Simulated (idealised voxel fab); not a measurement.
Name of the process module below: voxel capacitor over wiring
cross-section cut | 300 nm wide | cells 5 nm
How to read a cross-section here: the picture is a grid of square cells, written as bands going from the top down, and any band can span one or more rows of cells. Look at the band entry: it leads with the top's height and the bottom's height in nm. Then it lists the materials left to right, with a width in nm for each. The word "throughout" on a single material says that material fills the band edge to edge. The word "empty" is empty space. Where do heights start? At 0: under that level the wafer as delivered is made of one material only. And the lowest band has no floor; it just carries on downward, as in "0 and below". Graded width ("30->40"): value in top row of band = first number; value in bottom row = second number; row-to-row change constant. Step note "nothing was modified" = no cross-section cell changed. Each empty space that has no open way to the top and spans at least 8 cells appears under "Closed voids list" as width x height at distance, the distance counted from the left edge, all in nm. On each step's line, the part that comes after the settings is the simulator's own comment on the step. overlay nm: right-of-plan distance of the mask on a masked step; negative values mean left-of-plan. Every pair from here on: before one process step, after it. The after cross-section reaches only to the lowest band that changed. Below the pair: the step in between and its settings. Pairs can belong to different runs of this module on the same starting wafer; a pair carries on from the pair above only if the entry headed "Status quo ante" says so.

# Status quo ante
* 0 and below  Si throughout
* Closed voids list: none

# Resulting Structure
* 10 down to 0  SiO2 throughout
* Under 0: no change, same as before.
* Closed voids list: none
Connecting step for the cross-sections above: CONFORMAL_DEP (material SiO2; thk nm 10)

Status quo ante: refer to the pair immediately above; the cross-section shown after its step is the state before this one.

# Resulting Structure
* 15 down to 10  SiN throughout
* Under 10: no change, same as before.
* Closed voids list: none
Connecting step for the cross-sections above: CONFORMAL_DEP (material SiN; thk nm 5)

Status quo ante: refer to the pair immediately above; the cross-section shown after its step is the state before this one.

# Resulting Structure
* 35 down to 15  SiO2 throughout
* Under 15: no change, same as before.
* Closed voids list: none
Connecting step for the cross-sections above: DIRECTIONAL_DEP (material SiO2; thk nm 20)

Status quo ante: refer to the pair immediately above; the cross-section shown after its step is the state before this one.

# Resulting Structure
* 45 down to 35  aC throughout
* Under 35: no change, same as before.
* Closed voids list: none
Connecting step for the cross-sections above: DIRECTIONAL_DEP (material aC; thk nm 10)

Status quo ante: refer to the pair immediately above; the cross-section shown after its step is the state before this one.

# Resulting Structure
* 75 down to 45  resist (100); empty (20); resist (55); empty (20); resist (105)
* Under 45: no change, same as before.
* Closed voids list: none
Connecting step for the cross-sections above: PATTERN (tone open; mask id METAL_1; material resist; width nm 20; pitch nm 75; thk nm 30; overlay nm 0)

Status quo ante: refer to the pair immediately above; the cross-section shown after its step is the state before this one.

# Resulting Structure
* 65 down to 45  resist (100); empty (20); resist (55); empty (20); resist (105)
* 45 down to 35  aC (100); empty (20); aC (55); empty (20); aC (105)
* Under 35: no change, same as before.
* Closed voids list: none
Connecting step for the cross-sections above: DIRECTIONAL_ETCH (etch materials aC; depth nm 10)

Status quo ante: refer to the pair immediately above; the cross-section shown after its step is the state before this one.

# Resulting Structure
* 45 down to 35  aC (100); empty (20); aC (55); empty (20); aC (105)
* Under 35: no change, same as before.
* Closed voids list: none
Connecting step for the cross-sections above: STRIP (etch materials resist)

Status quo ante: refer to the pair immediately above; the cross-section shown after its step is the state before this one.

# Resulting Structure
* 45 down to 35  aC (100); empty (20); aC (55); empty (20); aC (105)
* 35 down to 15  SiO2 (100); empty (20); SiO2 (55); empty (20); SiO2 (105)
* Under 15: no change, same as before.
* Closed voids list: none
Connecting step for the cross-sections above: DIRECTIONAL_ETCH (etch materials SiO2; depth nm 20)

Status quo ante: refer to the pair immediately above; the cross-section shown after its step is the state before this one.

# Resulting Structure
* 45 down to 35  aC (100); empty (20); aC (55); empty (20); aC (105)
* 35 down to 15  SiO2 (100); empty (20); SiO2 (55); empty (20); SiO2 (105)
* 15 down to 10  SiN (100); empty (20); SiN (55); empty (20); SiN (105)
* Under 10: no change, same as before.
* Closed voids list: none
Connecting step for the cross-sections above: DIRECTIONAL_ETCH (etch materials SiN; depth nm 5)

Status quo ante: refer to the pair immediately above; the cross-section shown after its step is the state before this one.

# Resulting Structure
* 35 down to 15  SiO2 (100); empty (20); SiO2 (55); empty (20); SiO2 (105)
* Under 15: no change, same as before.
* Closed voids list: none
Connecting step for the cross-sections above: STRIP (etch materials aC)

Status quo ante: refer to the pair immediately above; the cross-section shown after its step is the state before this one.

# Resulting Structure
* 40 down to 35  TiN (105); empty (10); TiN (65); empty (10); TiN (110)
* 35 down to 15  SiO2 (100); TiN (5); empty (10); TiN (5); SiO2 (55); TiN (5); empty (10); TiN (5); SiO2 (105)
* 15 down to 10  SiN (100); TiN (20); SiN (55); TiN (20); SiN (105)
* Under 10: no change, same as before.
* Closed voids list: none
Connecting step for the cross-sections above: CONFORMAL_DEP (material TiN; thk nm 5)

Status quo ante: refer to the pair immediately above; the cross-section shown after its step is the state before this one.

# Resulting Structure
* 50 down to 40  Cu throughout
* 40 down to 35  TiN (105); Cu (10); TiN (65); Cu (10); TiN (110)
* 35 down to 15  SiO2 (100); TiN (5); Cu (10); TiN (5); SiO2 (55); TiN (5); Cu (10); TiN (5); SiO2 (105)
* Under 15: no change, same as before.
* Closed voids list: none
Connecting step for the cross-sections above: FILL_DEP (material Cu; thk nm 10)

Status quo ante: refer to the pair immediately above; the cross-section shown after its step is the state before this one.

# Resulting Structure
* 35 down to 15  SiO2 (100); TiN (5); Cu (10); TiN (5); SiO2 (55); TiN (5); Cu (10); TiN (5); SiO2 (105)
* Under 15: no change, same as before.
* Closed voids list: none
Connecting step for the cross-sections above: CMP (height nm 35)

Status quo ante: refer to the pair immediately above; the cross-section shown after its step is the state before this one.

# Resulting Structure
* 40 down to 35  SiCN throughout
* Under 35: no change, same as before.
* Closed voids list: none
Connecting step for the cross-sections above: CONFORMAL_DEP (material SiCN; thk nm 5)

Status quo ante: refer to the pair immediately above; the cross-section shown after its step is the state before this one.

# Resulting Structure
* 50 down to 40  lowk throughout
* Under 40: no change, same as before.
* Closed voids list: none
Connecting step for the cross-sections above: DIRECTIONAL_DEP (material lowk; thk nm 10)

Status quo ante: refer to the pair immediately above; the cross-section shown after its step is the state before this one.

# Resulting Structure
* 60 down to 50  aC throughout
* Under 50: no change, same as before.
* Closed voids list: none
Connecting step for the cross-sections above: DIRECTIONAL_DEP (material aC; thk nm 10)

Status quo ante: refer to the pair immediately above; the cross-section shown after its step is the state before this one.

# Resulting Structure
* 90 down to 60  resist (105); empty (15); resist (180)
* Under 60: no change, same as before.
* Closed voids list: none
Connecting step for the cross-sections above: PATTERN (tone open; mask id PLUG_1; material resist; width nm 15; thk nm 30; overlay nm 0)

Status quo ante: refer to the pair immediately above; the cross-section shown after its step is the state before this one.

# Resulting Structure
* 80 down to 60  resist (105); empty (15); resist (180)
* 60 down to 50  aC (105); empty (15); aC (180)
* Under 50: no change, same as before.
* Closed voids list: none
Connecting step for the cross-sections above: DIRECTIONAL_ETCH (etch materials aC; depth nm 10)

Status quo ante: refer to the pair immediately above; the cross-section shown after its step is the state before this one.

# Resulting Structure
* 60 down to 50  aC (105); empty (15); aC (180)
* Under 50: no change, same as before.
* Closed voids list: none
Connecting step for the cross-sections above: STRIP (etch materials resist)

Status quo ante: refer to the pair immediately above; the cross-section shown after its step is the state before this one.

# Resulting Structure
* 60 down to 50  aC (105); empty (15); aC (180)
* 50 down to 40  lowk (105); empty (15); lowk (180)
* Under 40: no change, same as before.
* Closed voids list: none
Connecting step for the cross-sections above: DIRECTIONAL_ETCH (etch materials lowk; depth nm 10)

Status quo ante: refer to the pair immediately above; the cross-section shown after its step is the state before this one.

# Resulting Structure
* 60 down to 50  aC (105); empty (15); aC (180)
* 50 down to 40  lowk (105); empty (15); lowk (180)
* 40 down to 35  SiCN (105); empty (15); SiCN (180)
* Under 35: no change, same as before.
* Closed voids list: none
Connecting step for the cross-sections above: DIRECTIONAL_ETCH (etch materials SiCN; depth nm 5)

Status quo ante: refer to the pair immediately above; the cross-section shown after its step is the state before this one.

# Resulting Structure
* 50 down to 40  lowk (105); empty (15); lowk (180)
* Under 40: no change, same as before.
* Closed voids list: none
Connecting step for the cross-sections above: STRIP (etch materials aC)

Status quo ante: refer to the pair immediately above; the cross-section shown after its step is the state before this one.

# Resulting Structure
* 55 down to 50  TiN (110); empty (5); TiN (185)
* 50 down to 40  lowk (105); TiN (5); empty (5); TiN (5); lowk (180)
* 40 down to 35  SiCN (105); TiN (15); SiCN (180)
* Under 35: no change, same as before.
* Closed voids list: none
Connecting step for the cross-sections above: CONFORMAL_DEP (material TiN; thk nm 5)

Status quo ante: refer to the pair immediately above; the cross-section shown after its step is the state before this one.

# Resulting Structure
* 65 down to 55  W throughout
* 55 down to 50  TiN (110); W (5); TiN (185)
* 50 down to 40  lowk (105); TiN (5); W (5); TiN (5); lowk (180)
* Under 40: no change, same as before.
* Closed voids list: none
Connecting step for the cross-sections above: FILL_DEP (material W; thk nm 10)

Status quo ante: refer to the pair immediately above; the cross-section shown after its step is the state before this one.

# Resulting Structure
* 50 down to 40  lowk (105); TiN (5); W (5); TiN (5); lowk (180)
* Under 40: no change, same as before.
* Closed voids list: none
Connecting step for the cross-sections above: CMP (height nm 50)

Status quo ante: refer to the pair immediately above; the cross-section shown after its step is the state before this one.

# Resulting Structure
* 60 down to 50  TiN throughout
* Under 50: no change, same as before.
* Closed voids list: none
Connecting step for the cross-sections above: DIRECTIONAL_DEP (material TiN; thk nm 10)

Status quo ante: refer to the pair immediately above; the cross-section shown after its step is the state before this one.

# Resulting Structure
* 65 down to 60  Al2O3 throughout
* Under 60: no change, same as before.
* Closed voids list: none
Connecting step for the cross-sections above: DIRECTIONAL_DEP (material Al2O3; thk nm 5)

Status quo ante: refer to the pair immediately above; the cross-section shown after its step is the state before this one.

# Resulting Structure
* 75 down to 65  TiN throughout
* Under 65: no change, same as before.
* Closed voids list: none
Connecting step for the cross-sections above: DIRECTIONAL_DEP (material TiN; thk nm 10)

Status quo ante: refer to the pair immediately above; the cross-section shown after its step is the state before this one.

# Resulting Structure
* 75 down to 65  empty (105); TiN (60); empty (135)
* Under 65: no change, same as before.
* Closed voids list: none
Connecting step for the cross-sections above: MASKED_ETCH (tone cover; mask id UPPER_PLATE; width nm 60; etch materials TiN; depth nm 10; overlay nm 0)

Status quo ante: refer to the pair immediately above; the cross-section shown after its step is the state before this one.

# Resulting Structure
* 75 down to 65  empty (105); TiN (60); empty (135)
* 65 down to 60  empty (105); Al2O3 (60); empty (135)
* Under 60: no change, same as before.
* Closed voids list: none
Connecting step for the cross-sections above: MASKED_ETCH (tone cover; mask id UPPER_PLATE; width nm 60; etch materials Al2O3; depth nm 5; overlay nm 0)

Status quo ante: refer to the pair immediately above; the cross-section shown after its step is the state before this one.

# Resulting Structure
* 75 down to 65  empty (105); TiN (60); empty (135)
* 65 down to 60  empty (105); Al2O3 (60); empty (135)
* 60 down to 50  empty (100); TiN (70); empty (130)
* Under 50: no change, same as before.
* Closed voids list: none
Connecting step for the cross-sections above: MASKED_ETCH (tone cover; mask id LOWER_PLATE; width nm 70; etch materials TiN; depth nm 10; overlay nm 0)

Status quo ante: refer to the pair immediately above; the cross-section shown after its step is the state before this one.

# Resulting Structure
* 90 down to 75  SiO2 throughout
* 75 down to 65  SiO2 (105); TiN (60); SiO2 (135)
* 65 down to 60  SiO2 (105); Al2O3 (60); SiO2 (135)
* 60 down to 50  SiO2 (100); TiN (70); SiO2 (130)
* Under 50: no change, same as before.
* Closed voids list: none
Connecting step for the cross-sections above: FILL_DEP (material SiO2; thk nm 15)

Status quo ante: refer to the pair immediately above; the cross-section shown after its step is the state before this one.

# Resulting Structure
* 85 down to 75  SiO2 throughout
* Under 75: no change, same as before.
* Closed voids list: none
Connecting step for the cross-sections above: CMP (height nm 85)

Status quo ante: refer to the pair immediately above; the cross-section shown after its step is the state before this one.

# Resulting Structure
* 85 down to 75  SiO2 (115); empty (15); SiO2 (170)
* Under 75: no change, same as before.
* Closed voids list: none
Connecting step for the cross-sections above: MASKED_ETCH (tone open; mask id PLUG_2; width nm 15; etch materials SiO2; depth nm 10; overlay nm 0)

Status quo ante: refer to the pair immediately above; the cross-section shown after its step is the state before this one.

# Resulting Structure
* 90 down to 85  TiN (120); empty (5); TiN (175)
* 85 down to 80  SiO2 (115); TiN (5); empty (5); TiN (5); SiO2 (170)
* 80 down to 75  SiO2 (115); TiN (15); SiO2 (170)
* Under 75: no change, same as before.
* Closed voids list: none
Connecting step for the cross-sections above: CONFORMAL_DEP (material TiN; thk nm 5)

Status quo ante: refer to the pair immediately above; the cross-section shown after its step is the state before this one.

# Resulting Structure
* 100 down to 90  Cu throughout
* 90 down to 85  TiN (120); Cu (5); TiN (175)
* 85 down to 80  SiO2 (115); TiN (5); Cu (5); TiN (5); SiO2 (170)
* Under 80: no change, same as before.
* Closed voids list: none
Connecting step for the cross-sections above: FILL_DEP (material Cu; thk nm 10)

Status quo ante: refer to the pair immediately above; the cross-section shown after its step is the state before this one.

# Resulting Structure
* 85 down to 80  SiO2 (115); TiN (5); Cu (5); TiN (5); SiO2 (170)
* Under 80: no change, same as before.
* Closed voids list: none
Connecting step for the cross-sections above: CMP (height nm 85)

Status quo ante: refer to the pair immediately above; the cross-section shown after its step is the state before this one.

# Resulting Structure
* 90 down to 85  SiN throughout
* Under 85: no change, same as before.
* Closed voids list: none
Connecting step for the cross-sections above: CONFORMAL_DEP (material SiN; thk nm 5)

# Status quo ante
* 65 down to 55  W throughout
* 55 down to 50  TiN (110); W (5); TiN (185)
* 50 down to 40  lowk (105); TiN (5); W (5); TiN (5); lowk (180)
* 40 down to 35  SiCN (105); TiN (15); SiCN (180)
* 35 down to 15  SiO2 (100); TiN (5); Cu (10); TiN (5); SiO2 (55); TiN (5); Cu (10); TiN (5); SiO2 (105)
* 15 down to 10  SiN (100); TiN (20); SiN (55); TiN (20); SiN (105)
* 10 down to 0  SiO2 throughout
* 0 and below  Si throughout
* Closed voids list: none

# Resulting Structure
* 75 down to 65  TiN throughout
* Under 65: no change, same as before.
* Closed voids list: none
Connecting step for the cross-sections above: DIRECTIONAL_DEP (material TiN; thk nm 10)

Status quo ante: refer to the pair immediately above; the cross-section shown after its step is the state before this one.

# Resulting Structure
* 80 down to 75  Al2O3 throughout
* Under 75: no change, same as before.
* Closed voids list: none
Connecting step for the cross-sections above: DIRECTIONAL_DEP (material Al2O3; thk nm 5)

Status quo ante: refer to the pair immediately above; the cross-section shown after its step is the state before this one.

# Resulting Structure
* 90 down to 80  TiN throughout
* Under 80: no change, same as before.
* Closed voids list: none
Connecting step for the cross-sections above: DIRECTIONAL_DEP (material TiN; thk nm 10)

Status quo ante: refer to the pair immediately above; the cross-section shown after its step is the state before this one.

# Resulting Structure
* 90 down to 80  empty (105); TiN (60); empty (135)
* Under 80: no change, same as before.
* Closed voids list: none
Connecting step for the cross-sections above: MASKED_ETCH (tone cover; mask id UPPER_PLATE; width nm 60; etch materials TiN; depth nm 10; overlay nm 0)

Status quo ante: refer to the pair immediately above; the cross-section shown after its step is the state before this one.

# Resulting Structure
* 90 down to 80  empty (105); TiN (60); empty (135)
* 80 down to 75  empty (105); Al2O3 (60); empty (135)
* Under 75: no change, same as before.
* Closed voids list: none
Connecting step for the cross-sections above: MASKED_ETCH (tone cover; mask id UPPER_PLATE; width nm 60; etch materials Al2O3; depth nm 5; overlay nm 0)

Status quo ante: refer to the pair immediately above; the cross-section shown after its step is the state before this one.

# Resulting Structure
* 90 down to 80  empty (105); TiN (60); empty (135)
* 80 down to 75  empty (105); Al2O3 (60); empty (135)
* 75 down to 65  empty (100); TiN (70); empty (130)
* Under 65: no change, same as before.
* Closed voids list: none
Connecting step for the cross-sections above: MASKED_ETCH (tone cover; mask id LOWER_PLATE; width nm 70; etch materials TiN; depth nm 10; overlay nm 0)

Status quo ante: refer to the pair immediately above; the cross-section shown after its step is the state before this one.

# Resulting Structure
* 105 down to 90  SiO2 throughout
* 90 down to 80  SiO2 (105); TiN (60); SiO2 (135)
* 80 down to 75  SiO2 (105); Al2O3 (60); SiO2 (135)
* 75 down to 65  SiO2 (100); TiN (70); SiO2 (130)
* Under 65: no change, same as before.
* Closed voids list: none
Connecting step for the cross-sections above: FILL_DEP (material SiO2; thk nm 15)

Status quo ante: refer to the pair immediately above; the cross-section shown after its step is the state before this one.

# Resulting Structure
* 85 down to 80  SiO2 (105); TiN (60); SiO2 (135)
* Under 80: no change, same as before.
* Closed voids list: none
Connecting step for the cross-sections above: CMP (height nm 85)

Status quo ante: refer to the pair immediately above; the cross-section shown after its step is the state before this one.

# Resulting Structure
* 90 down to 85  TiN throughout
* Under 85: no change, same as before.
* Closed voids list: none
Connecting step for the cross-sections above: CONFORMAL_DEP (material TiN; thk nm 5)

Status quo ante: refer to the pair immediately above; the cross-section shown after its step is the state before this one.

# Resulting Structure
* 100 down to 90  Cu throughout
* Under 90: no change, same as before.
* Closed voids list: none
Connecting step for the cross-sections above: FILL_DEP (material Cu; thk nm 10)

Status quo ante: refer to the pair immediately above; the cross-section shown after its step is the state before this one.

# Resulting Structure
* 85 down to 80  SiO2 (105); TiN (60); SiO2 (135)
* Under 80: no change, same as before.
* Closed voids list: none
Connecting step for the cross-sections above: CMP (height nm 85)

Status quo ante: refer to the pair immediately above; the cross-section shown after its step is the state before this one.

# Resulting Structure
* 90 down to 85  SiN throughout
* Under 85: no change, same as before.
* Closed voids list: none
Connecting step for the cross-sections above: CONFORMAL_DEP (material SiN; thk nm 5)

# Status quo ante
* 35 down to 15  SiO2 (100); TiN (5); Cu (10); TiN (5); SiO2 (55); TiN (5); Cu (10); TiN (5); SiO2 (105)
* 15 down to 10  SiN (100); TiN (20); SiN (55); TiN (20); SiN (105)
* 10 down to 0  SiO2 throughout
* 0 and below  Si throughout
* Closed voids list: none

# Resulting Structure
* 45 down to 35  lowk throughout
* Under 35: no change, same as before.
* Closed voids list: none
Connecting step for the cross-sections above: DIRECTIONAL_DEP (material lowk; thk nm 10)

Status quo ante: refer to the pair immediately above; the cross-section shown after its step is the state before this one.

# Resulting Structure
* 50 down to 45  SiCN throughout
* Under 45: no change, same as before.
* Closed voids list: none
Connecting step for the cross-sections above: CONFORMAL_DEP (material SiCN; thk nm 5)

Status quo ante: refer to the pair immediately above; the cross-section shown after its step is the state before this one.

# Resulting Structure
* 60 down to 50  aC throughout
* Under 50: no change, same as before.
* Closed voids list: none
Connecting step for the cross-sections above: DIRECTIONAL_DEP (material aC; thk nm 10)

Status quo ante: refer to the pair immediately above; the cross-section shown after its step is the state before this one.

# Resulting Structure
* 90 down to 60  resist (105); empty (15); resist (180)
* Under 60: no change, same as before.
* Closed voids list: none
Connecting step for the cross-sections above: PATTERN (tone open; mask id PLUG_1; material resist; width nm 15; thk nm 30; overlay nm 0)

Status quo ante: refer to the pair immediately above; the cross-section shown after its step is the state before this one.

# Resulting Structure
* 80 down to 60  resist (105); empty (15); resist (180)
* 60 down to 50  aC (105); empty (15); aC (180)
* Under 50: no change, same as before.
* Closed voids list: none
Connecting step for the cross-sections above: DIRECTIONAL_ETCH (etch materials aC; depth nm 10)

Status quo ante: refer to the pair immediately above; the cross-section shown after its step is the state before this one.

# Resulting Structure
* 60 down to 50  aC (105); empty (15); aC (180)
* Under 50: no change, same as before.
* Closed voids list: none
Connecting step for the cross-sections above: STRIP (etch materials resist)

Status quo ante: refer to the pair immediately above; the cross-section shown after its step is the state before this one.

# Resulting Structure
* 60 down to 50  aC (105); empty (15); aC (180)
* 50 down to 45  SiCN (105); empty (15); SiCN (180)
* Under 45: no change, same as before.
* Closed voids list: none
Connecting step for the cross-sections above: DIRECTIONAL_ETCH (etch materials SiCN; depth nm 5)

Status quo ante: refer to the pair immediately above; the cross-section shown after its step is the state before this one.

# Resulting Structure
* 50 down to 45  SiCN (105); empty (15); SiCN (180)
* Under 45: no change, same as before.
* Closed voids list: none
Connecting step for the cross-sections above: STRIP (etch materials aC)

Status quo ante: refer to the pair immediately above; the cross-section shown after its step is the state before this one.

# Resulting Structure
* 55 down to 50  TiN (110); empty (5); TiN (185)
* 50 down to 45  SiCN (105); TiN (15); SiCN (180)
* Under 45: no change, same as before.
* Closed voids list: none
Connecting step for the cross-sections above: CONFORMAL_DEP (material TiN; thk nm 5)

Status quo ante: refer to the pair immediately above; the cross-section shown after its step is the state before this one.

# Resulting Structure
* 65 down to 55  W throughout
* 55 down to 50  TiN (110); W (5); TiN (185)
* Under 50: no change, same as before.
* Closed voids list: none
Connecting step for the cross-sections above: FILL_DEP (material W; thk nm 10)

Status quo ante: refer to the pair immediately above; the cross-section shown after its step is the state before this one.

# Resulting Structure
* 50 down to 45  SiCN (105); TiN (15); SiCN (180)
* Under 45: no change, same as before.
* Closed voids list: none
Connecting step for the cross-sections above: CMP (height nm 50)

Status quo ante: refer to the pair immediately above; the cross-section shown after its step is the state before this one.

# Resulting Structure
* 60 down to 50  TiN throughout
* Under 50: no change, same as before.
* Closed voids list: none
Connecting step for the cross-sections above: DIRECTIONAL_DEP (material TiN; thk nm 10)

Status quo ante: refer to the pair immediately above; the cross-section shown after its step is the state before this one.

# Resulting Structure
* 65 down to 60  Al2O3 throughout
* Under 60: no change, same as before.
* Closed voids list: none
Connecting step for the cross-sections above: DIRECTIONAL_DEP (material Al2O3; thk nm 5)

Status quo ante: refer to the pair immediately above; the cross-section shown after its step is the state before this one.

# Resulting Structure
* 75 down to 65  TiN throughout
* Under 65: no change, same as before.
* Closed voids list: none
Connecting step for the cross-sections above: DIRECTIONAL_DEP (material TiN; thk nm 10)

Status quo ante: refer to the pair immediately above; the cross-section shown after its step is the state before this one.

# Resulting Structure
* 75 down to 65  empty (105); TiN (60); empty (135)
* Under 65: no change, same as before.
* Closed voids list: none
Connecting step for the cross-sections above: MASKED_ETCH (tone cover; mask id UPPER_PLATE; width nm 60; etch materials TiN; depth nm 10; overlay nm 0)

Status quo ante: refer to the pair immediately above; the cross-section shown after its step is the state before this one.

# Resulting Structure
* 75 down to 65  empty (105); TiN (60); empty (135)
* 65 down to 60  empty (105); Al2O3 (60); empty (135)
* Under 60: no change, same as before.
* Closed voids list: none
Connecting step for the cross-sections above: MASKED_ETCH (tone cover; mask id UPPER_PLATE; width nm 60; etch materials Al2O3; depth nm 5; overlay nm 0)

Status quo ante: refer to the pair immediately above; the cross-section shown after its step is the state before this one.

# Resulting Structure
* 75 down to 65  empty (105); TiN (60); empty (135)
* 65 down to 60  empty (105); Al2O3 (60); empty (135)
* 60 down to 50  empty (100); TiN (70); empty (130)
* Under 50: no change, same as before.
* Closed voids list: none
Connecting step for the cross-sections above: MASKED_ETCH (tone cover; mask id LOWER_PLATE; width nm 70; etch materials TiN; depth nm 10; overlay nm 0)

Status quo ante: refer to the pair immediately above; the cross-section shown after its step is the state before this one.

# Resulting Structure
* 90 down to 75  SiO2 throughout
* 75 down to 65  SiO2 (105); TiN (60); SiO2 (135)
* 65 down to 60  SiO2 (105); Al2O3 (60); SiO2 (135)
* 60 down to 50  SiO2 (100); TiN (70); SiO2 (130)
* Under 50: no change, same as before.
* Closed voids list: none
Connecting step for the cross-sections above: FILL_DEP (material SiO2; thk nm 15)

Status quo ante: refer to the pair immediately above; the cross-section shown after its step is the state before this one.

# Resulting Structure
* 85 down to 75  SiO2 throughout
* Under 75: no change, same as before.
* Closed voids list: none
Connecting step for the cross-sections above: CMP (height nm 85)

Status quo ante: refer to the pair immediately above; the cross-section shown after its step is the state before this one.

# Resulting Structure
* 85 down to 75  SiO2 (115); empty (15); SiO2 (170)
* Under 75: no change, same as before.
* Closed voids list: none
Connecting step for the cross-sections above: MASKED_ETCH (tone open; mask id PLUG_2; width nm 15; etch materials SiO2; depth nm 10; overlay nm 0)

Status quo ante: refer to the pair immediately above; the cross-section shown after its step is the state before this one.

# Resulting Structure
* 90 down to 85  TiN (120); empty (5); TiN (175)
* 85 down to 80  SiO2 (115); TiN (5); empty (5); TiN (5); SiO2 (170)
* 80 down to 75  SiO2 (115); TiN (15); SiO2 (170)
* Under 75: no change, same as before.
* Closed voids list: none
Connecting step for the cross-sections above: CONFORMAL_DEP (material TiN; thk nm 5)

Status quo ante: refer to the pair immediately above; the cross-section shown after its step is the state before this one.

# Resulting Structure
* 100 down to 90  Cu throughout
* 90 down to 85  TiN (120); Cu (5); TiN (175)
* 85 down to 80  SiO2 (115); TiN (5); Cu (5); TiN (5); SiO2 (170)
* Under 80: no change, same as before.
* Closed voids list: none
Connecting step for the cross-sections above: FILL_DEP (material Cu; thk nm 10)

Status quo ante: refer to the pair immediately above; the cross-section shown after its step is the state before this one.

# Resulting Structure
* 85 down to 80  SiO2 (115); TiN (5); Cu (5); TiN (5); SiO2 (170)
* Under 80: no change, same as before.
* Closed voids list: none
Connecting step for the cross-sections above: CMP (height nm 85)

Status quo ante: refer to the pair immediately above; the cross-section shown after its step is the state before this one.

# Resulting Structure
* 90 down to 85  SiN throughout
* Under 85: no change, same as before.
* Closed voids list: none
Connecting step for the cross-sections above: CONFORMAL_DEP (material SiN; thk nm 5)

# Status quo ante
* 65 down to 60  Al2O3 throughout
* 60 down to 50  TiN throughout
* 50 down to 40  lowk (105); TiN (5); W (5); TiN (5); lowk (180)
* 40 down to 35  SiCN (105); TiN (15); SiCN (180)
* 35 down to 15  SiO2 (100); TiN (5); Cu (10); TiN (5); SiO2 (55); TiN (5); Cu (10); TiN (5); SiO2 (105)
* 15 down to 10  SiN (100); TiN (20); SiN (55); TiN (20); SiN (105)
* 10 down to 0  SiO2 throughout
* 0 and below  Si throughout
* Closed voids list: none

# Resulting Structure
* 80 down to 65  TiN throughout
* Under 65: no change, same as before.
* Closed voids list: none
Connecting step for the cross-sections above: DIRECTIONAL_DEP (material TiN; thk nm 15)

Status quo ante: refer to the pair immediately above; the cross-section shown after its step is the state before this one.

# Resulting Structure
* 80 down to 70  empty (105); TiN (60); empty (135)
* Under 70: no change, same as before.
* Closed voids list: none
Connecting step for the cross-sections above: MASKED_ETCH (tone cover; mask id UPPER_PLATE; width nm 60; etch materials TiN; depth nm 10; overlay nm 0)

Status quo ante: refer to the pair immediately above; the cross-section shown after its step is the state before this one.

# Resulting Structure
* 80 down to 70  empty (105); TiN (60); empty (135)
* 70 down to 65  empty (100); TiN (70); empty (130)
* Under 65: no change, same as before.
* Closed voids list: none
Connecting step for the cross-sections above: MASKED_ETCH (tone cover; mask id LOWER_PLATE; width nm 70; etch materials TiN; depth nm 10; overlay nm 0)

Status quo ante: refer to the pair immediately above; the cross-section shown after its step is the state before this one.

# Resulting Structure
* 95 down to 80  SiO2 throughout
* 80 down to 70  SiO2 (105); TiN (60); SiO2 (135)
* 70 down to 65  SiO2 (100); TiN (70); SiO2 (130)
* Under 65: no change, same as before.
* Closed voids list: none
Connecting step for the cross-sections above: FILL_DEP (material SiO2; thk nm 15)

Status quo ante: refer to the pair immediately above; the cross-section shown after its step is the state before this one.

# Resulting Structure
* 85 down to 80  SiO2 throughout
* Under 80: no change, same as before.
* Closed voids list: none
Connecting step for the cross-sections above: CMP (height nm 85)

Status quo ante: refer to the pair immediately above; the cross-section shown after its step is the state before this one.

# Resulting Structure
* 85 down to 80  SiO2 (115); empty (15); SiO2 (170)
* Under 80: no change, same as before.
* Closed voids list: none
Connecting step for the cross-sections above: MASKED_ETCH (tone open; mask id PLUG_2; width nm 15; etch materials SiO2; depth nm 10; overlay nm 0)

Status quo ante: refer to the pair immediately above; the cross-section shown after its step is the state before this one.

# Resulting Structure
* 90 down to 85  TiN (120); empty (5); TiN (175)
* 85 down to 80  SiO2 (115); TiN (15); SiO2 (170)
* Under 80: no change, same as before.
* Closed voids list: none
Connecting step for the cross-sections above: CONFORMAL_DEP (material TiN; thk nm 5)

Status quo ante: refer to the pair immediately above; the cross-section shown after its step is the state before this one.

# Resulting Structure
* 100 down to 90  Cu throughout
* 90 down to 85  TiN (120); Cu (5); TiN (175)
* Under 85: no change, same as before.
* Closed voids list: none
Connecting step for the cross-sections above: FILL_DEP (material Cu; thk nm 10)

Status quo ante: refer to the pair immediately above; the cross-section shown after its step is the state before this one.

# Resulting Structure
* 85 down to 80  SiO2 (115); TiN (15); SiO2 (170)
* Under 80: no change, same as before.
* Closed voids list: none
Connecting step for the cross-sections above: CMP (height nm 85)

Status quo ante: refer to the pair immediately above; the cross-section shown after its step is the state before this one.

# Resulting Structure
* 90 down to 85  SiN throughout
* Under 85: no change, same as before.
* Closed voids list: none
Connecting step for the cross-sections above: CONFORMAL_DEP (material SiN; thk nm 5)

# Status quo ante
* 85 down to 75  SiO2 throughout
* 75 down to 65  SiO2 (105); TiN (60); SiO2 (135)
* 65 down to 60  SiO2 (105); Al2O3 (60); SiO2 (135)
* 60 down to 50  SiO2 (100); TiN (70); SiO2 (130)
* 50 down to 40  lowk (105); TiN (5); W (5); TiN (5); lowk (180)
* 40 down to 35  SiCN (105); TiN (15); SiCN (180)
* 35 down to 15  SiO2 (100); TiN (5); Cu (10); TiN (5); SiO2 (55); TiN (5); Cu (10); TiN (5); SiO2 (105)
* 15 down to 10  SiN (100); TiN (20); SiN (55); TiN (20); SiN (105)
* 10 down to 0  SiO2 throughout
* 0 and below  Si throughout
* Closed voids list: none

# Resulting Structure
* 85 down to 75  SiO2 (115); empty (20); SiO2 (165)
* Under 75: no change, same as before.
* Closed voids list: none
Connecting step for the cross-sections above: MASKED_ETCH (tone open; mask id PLUG_2; width nm 20; etch materials SiO2; depth nm 10; overlay nm 0)

Status quo ante: refer to the pair immediately above; the cross-section shown after its step is the state before this one.

# Resulting Structure
* 90 down to 85  TiN (120); empty (10); TiN (170)
* 85 down to 80  SiO2 (115); TiN (5); empty (10); TiN (5); SiO2 (165)
* 80 down to 75  SiO2 (115); TiN (20); SiO2 (165)
* Under 75: no change, same as before.
* Closed voids list: none
Connecting step for the cross-sections above: CONFORMAL_DEP (material TiN; thk nm 5)

Status quo ante: refer to the pair immediately above; the cross-section shown after its step is the state before this one.

# Resulting Structure
* 100 down to 90  Cu throughout
* 90 down to 85  TiN (120); Cu (10); TiN (170)
* 85 down to 80  SiO2 (115); TiN (5); Cu (10); TiN (5); SiO2 (165)
* Under 80: no change, same as before.
* Closed voids list: none
Connecting step for the cross-sections above: FILL_DEP (material Cu; thk nm 10)
